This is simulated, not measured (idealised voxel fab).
The name of this process module is voxel local oxidation.
Shown is cross-section cut, with a width of 285 nm and square cells of size 5 nm.
Throughout this document, each cross-section is represented as a grid of square cells and is presented as a sequence of bands enumerated from the top downward, where a band comprises one or more rows of cells.
Each band's line starts with the height of the band's top and of its bottom, in nm. Then come its materials from left to right, each with its width in nm. One material with "edge to edge" fills the band from edge to edge. "blank" is empty space.
We count height from 0. Below that, the starting wafer is all one material. The lowest band never ends at the bottom but goes on down; see "0 down" for how that is written.
The width entry "30 to 40" should be interpreted row by row: the top row of cells in the band takes the first number, the bottom row takes the second number, and the change between adjacent rows is uniform throughout.
When a step is marked "no alterations made", none of the cells in the cross-section changed during that step.
Entry "Closed void table". Content: empty spaces with no open connection to the top, size 8 cells or greater. Each: width x height at distance. Distance: from left edge. Unit: nm.
Step line, after settings: the simulator's comment on this step.
overlay nm: where the mask lay relative to plan, measured to the right, on steps with a mask; negatives go left.
So here's the lineup of process steps we planned:
1,RECEIVE (material Si)
2,OXIDIZE (depth nm 5)
3,CONFORMAL_DEP (material SiN; thk nm 15)
4,DIRECTIONAL_DEP (material aC; thk nm 10)
5,PATTERN (tone cover; mask id ACTIVE; material resist; width nm 105; pitch nm 125; thk nm 25; overlay nm 0)
6,DIRECTIONAL_ETCH (etch materials aC; depth nm 10)
7,STRIP (etch materials resist)
8,DIRECTIONAL_ETCH (etch materials SiN; depth nm 15)
9,STRIP (etch materials aC)
10,SELECTIVE_ETCH (etch materials SiO2; depth nm 5)
11,OXIDIZE (depth nm 15)
12,STRIP (etch materials SiN)
Account of the first of two wafers, which was processed as intended:
Step 1 complete: cross-section of the wafer as received:
  0 down = Si edge to edge
  Closed void table: none
How the wafer stands in section after step 2:
  0 to -5 = SiO2 edge to edge
  Under the height -5 nothing was changed.
How the wafer stands in section after step 3:
  15 to 0 = SiN edge to edge
  Under the height 0 nothing was changed.
How the wafer stands in section after step 4:
  25 to 15 = aC edge to edge
  Under the height 15 nothing was changed.
How the wafer stands in section after step 5:
  50 to 25 = blank 25, resist 105, blank 20, resist 105, blank 30
  Under the height 25 nothing was changed.
How the wafer stands in section after step 6:
  40 to 25 = blank 25, resist 105, blank 20, resist 105, blank 30
  25 to 15 = blank 25, aC 105, blank 20, aC 105, blank 30
  Under the height 15 nothing was changed.
How the wafer stands in section after step 7:
  25 to 15 = blank 25, aC 105, blank 20, aC 105, blank 30
  Under the height 15 nothing was changed.
How the wafer stands in section after step 8:
  25 to 15 = blank 25, aC 105, blank 20, aC 105, blank 30
  15 to 0 = blank 25, SiN 105, blank 20, SiN 105, blank 30
  Under the height 0 nothing was changed.
How the wafer stands in section after step 9:
  15 to 0 = blank 25, SiN 105, blank 20, SiN 105, blank 30
  Under the height 0 nothing was changed.
How the wafer stands in section after step 10:
  15 to 0 = blank 25, SiN 105, blank 20, SiN 105, blank 30
  0 to -5 = blank 30, SiO2 95, blank 30, SiO2 95, blank 35
  Under the height -5 nothing was changed.
How the wafer stands in section after step 11:
  15 to 0 = blank 25, SiN 105, blank 20, SiN 105, blank 30
  0 to -5 = blank 30, SiO2 95, blank 30, SiO2 95, blank 35
  -5 to -20 = SiO2 45, Si 65, SiO2 60, Si 65, SiO2 50
  Under the height -20 nothing was changed.
How the wafer stands in section after step 12:
  0 to -5 = blank 30, SiO2 95, blank 30, SiO2 95, blank 35
  Under the height -5 nothing was changed.
Now the other wafer: same start, same recipe, but we messed up one thing when running it. Up to and including step 9 it's the same as the first one:
Second wafer: cross-section at the scheduled end of step 10:
  15 to 0 = blank 25, SiN 105, blank 20, SiN 105, blank 30
  0 to -5 = blank 40, SiO2 75, blank 50, SiO2 75, blank 45
  Under the height -5 nothing was changed.
Second wafer: cross-section at the scheduled end of step 11:
  15 to 0 = blank 25, SiN 105, blank 20, SiN 105, blank 30
  0 to -5 = blank 40, SiO2 75, blank 50, SiO2 75, blank 45
  -5 to -20 = SiO2 55, Si 45, SiO2 80, Si 45, SiO2 60
  Under the height -20 nothing was changed.
Second wafer: cross-section at the scheduled end of step 12:
  0 to -5 = blank 40, SiO2 75, blank 50, SiO2 75, blank 45
  Under the height -5 nothing was changed.
Here's what went sideways: step 10 off recipe, ran as SELECTIVE_ETCH (etch materials SiO2; depth nm 15)
The closing comparison, in cells, has the second wafer with more or fewer of some materials than the first: Si: 24 fewer | SiO2: 16 more
